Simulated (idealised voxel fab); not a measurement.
Name of the process module below: voxel ribs on slabs
Section cut is 240 nm wide and gridded with 5 nm square cells.
Bands, listed from the top down, are how a cross-section gets written in this document; the cross-section itself is a grid of square cells, and a band is one or more rows of them. For a band, the entry starts with two heights in nm, that of the top and then that of the bottom, and carries on with the band's materials in order from left to right, each alongside its width in nm; the word "all across" beside a single material means it fills the band edge to edge, and "blank" means empty space. It should be noted that heights are counted from 0, beneath which the wafer as supplied is of one material throughout, and that the lowest band possesses no lower boundary but continues downward, as written in "0 -> down". So if you see something like "30..40" for the width, read it as the top row of the band sitting at the first number and the bottom row at the second, with every row in between moving by the same amount as the last. The cross-section has no changed cell in any step marked "left unchanged". "Unvented internal voids" specifies each empty space that is not open to the top and that occupies no fewer than 8 cells, using the form width x height at distance, the distance measured from the left edge and all three quantities in nm. On each step's line, the part that comes after the settings is the simulator's own comment on the step. You can add "overlay nm" to a step's line. For a step with a mask, it describes how far the mask lay to the right of its planned position, and a negative number describes a lay to the left.
## List of planned process steps
| 1 | op RECEIVE | material Si |
| 2 | op DIRECTIONAL_DEP | material SiO2 | thk nm 20 |
| 3 | op DIRECTIONAL_DEP | material SiN | thk nm 20 |
| 4 | op MASKED_ETCH | tone cover | mask id RIB | width nm 20 | etch materials SiN | depth nm 5 | overlay nm 0 |
| 5 | op DIRECTIONAL_DEP | material aC | thk nm 10 |
| 6 | op PATTERN | tone cover | mask id SLAB | material resist | width nm 60 | thk nm 25 | overlay nm 0 |
| 7 | op DIRECTIONAL_ETCH | etch materials aC | depth nm 10 |
| 8 | op STRIP | etch materials resist |
| 9 | op DIRECTIONAL_ETCH | etch materials SiN | depth nm 15 |
| 10 | op STRIP | etch materials aC |
| 11 | op FILL_DEP | material SiO2 | thk nm 25 |
| 12 | op CMP | height nm 55 |
| 13 | op DIRECTIONAL_DEP | material W | thk nm 5 |
| 14 | op DIRECTIONAL_DEP | material aC | thk nm 15 |
| 15 | op PATTERN | tone cover | mask id HEATER | material resist | width nm 30 | thk nm 30 | overlay nm 0 |
| 16 | op DIRECTIONAL_ETCH | etch materials aC | depth nm 15 |
| 17 | op STRIP | etch materials resist |
| 18 | op DIRECTIONAL_ETCH | etch materials W | depth nm 5 |
| 19 | op STRIP | etch materials aC |
| 20 | op CONFORMAL_DEP | material SiO2 | thk nm 5 |
## As-received state of the wafer in cross-section, equivalent to post-step 1
* 0 -> down  Si all across
* Unvented internal voids: none
## The module was run from the start shown above using the plan shown above, but one mistake was made doing it; the resulting wafer cross-section is below
* 65 -> 60  blank=100; SiO2=40; blank=100
* 60 -> 55  SiO2=105; W=30; SiO2=105
* 55 -> 40  SiO2 all across
* 40 -> 35  SiO2=90; SiN=20; SiO2=20; SiN=20; SiO2=90
* 35 -> 25  SiO2=90; SiN=60; SiO2=90
* 25 -> 20  SiN all across
* 20 -> 0  SiO2 all across
* 0 -> down  Si all across
* Unvented internal voids: none
Finding, execution versus plan: contrary to plan, step 4 was performed as op MASKED_ETCH | tone open | mask id RIB | width nm 20 | etch materials SiN | depth nm 5 | overlay nm 0
